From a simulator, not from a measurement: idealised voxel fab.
process module | voxel capacitor over wiring
cross-section cut | 245 nm wide | cells 5 nm
A cross-section is a grid of square cells, given in bands from the top down. A band is one or more rows of cells.
Each band's line starts with the height of the band's top and of its bottom, in nm. Then come its materials from left to right, each with its width in nm. One material with "throughout" fills the band from edge to edge. "air" is empty space.
Height 0 is the level under which the wafer as received is all one material. The lowest band goes on downwards, as in "0 down".
A width such as "30 to 40" changes by the same amount from each row of cells to the next, from the band's top row to its bottom row.
"no change" after a step means that no cell of the cross-section changed.
closed voids: empty space of 8 cells or more with no open way to the top, each as width x height at its distance from the left edge, in nm
after a step's settings: what the simulator itself notes on the step
overlay nm, on a step with a mask: how far to the right of its planned place the mask lay; to the left if negative
plan
1 op RECEIVE | material Si
2 op CONFORMAL_DEP | material SiO2 | thk nm 15
3 op CONFORMAL_DEP | material SiN | thk nm 5
4 op DIRECTIONAL_DEP | material lowk | thk nm 25
5 op PATTERN | tone open | mask id METAL_1 | material resist | width nm 20 | pitch nm 75 | thk nm 20 | overlay nm 0
6 op DIRECTIONAL_ETCH | etch materials lowk | depth nm 25
7 op DIRECTIONAL_ETCH | etch materials SiN | depth nm 5
8 op STRIP | etch materials resist
9 op CONFORMAL_DEP | material TiN | thk nm 5
10 op FILL_DEP | material Cu | thk nm 5
11 op CMP | height nm 45
12 op CONFORMAL_DEP | material SiCN | thk nm 5
13 op DIRECTIONAL_DEP | material lowk | thk nm 10
14 op PATTERN | tone open | mask id PLUG_1 | material resist | width nm 15 | thk nm 20 | overlay nm 0
15 op DIRECTIONAL_ETCH | etch materials lowk | depth nm 10
16 op DIRECTIONAL_ETCH | etch materials SiCN | depth nm 5
17 op STRIP | etch materials resist
18 op CONFORMAL_DEP | material TiN | thk nm 5
19 op FILL_DEP | material Cu | thk nm 5
20 op CMP | height nm 60
21 op DIRECTIONAL_DEP | material TiN | thk nm 10
22 op DIRECTIONAL_DEP | material HfO2 | thk nm 5
23 op DIRECTIONAL_DEP | material TiN | thk nm 10
24 op MASKED_ETCH | tone cover | mask id UPPER_PLATE | width nm 60 | etch materials TiN | depth nm 10 | overlay nm 0
25 op MASKED_ETCH | tone cover | mask id UPPER_PLATE | width nm 60 | etch materials HfO2 | depth nm 5 | overlay nm 0
26 op MASKED_ETCH | tone cover | mask id LOWER_PLATE | width nm 70 | etch materials TiN | depth nm 10 | overlay nm 0
27 op FILL_DEP | material SiO2 | thk nm 15
28 op CMP | height nm 95
29 op MASKED_ETCH | tone open | mask id PLUG_2 | width nm 15 | etch materials SiO2 | depth nm 10 | overlay nm 0
30 op CONFORMAL_DEP | material TiN | thk nm 5
31 op FILL_DEP | material Cu | thk nm 10
32 op CMP | height nm 95
33 op CONFORMAL_DEP | material SiCN | thk nm 5
as received, after step 1
  0 down: Si throughout
  closed voids: none
a wafer at the end: this start, this plan, one mistake
  95 to 90: SiCN throughout
  90 to 85: SiO2 90 | TiN 15 | SiO2 140
  85 to 75: SiO2 80 | TiN 60 | SiO2 105
  75 to 70: SiO2 80 | HfO2 60 | SiO2 105
  70 to 60: SiO2 75 | TiN 70 | SiO2 100
  60 to 50: lowk 80 | TiN 5 | Cu 5 | TiN 5 | lowk 150
  50 to 45: SiCN 80 | TiN 15 | SiCN 150
  45 to 20: lowk 75 | TiN 5 | Cu 10 | TiN 5 | lowk 55 | TiN 5 | Cu 10 | TiN 5 | lowk 75
  20 to 15: SiN 75 | TiN 20 | SiN 55 | TiN 20 | SiN 75
  15 to 0: SiO2 throughout
  0 down: Si throughout
  closed voids: none
what went wrong: step 32 ran as: op CMP | height nm 90
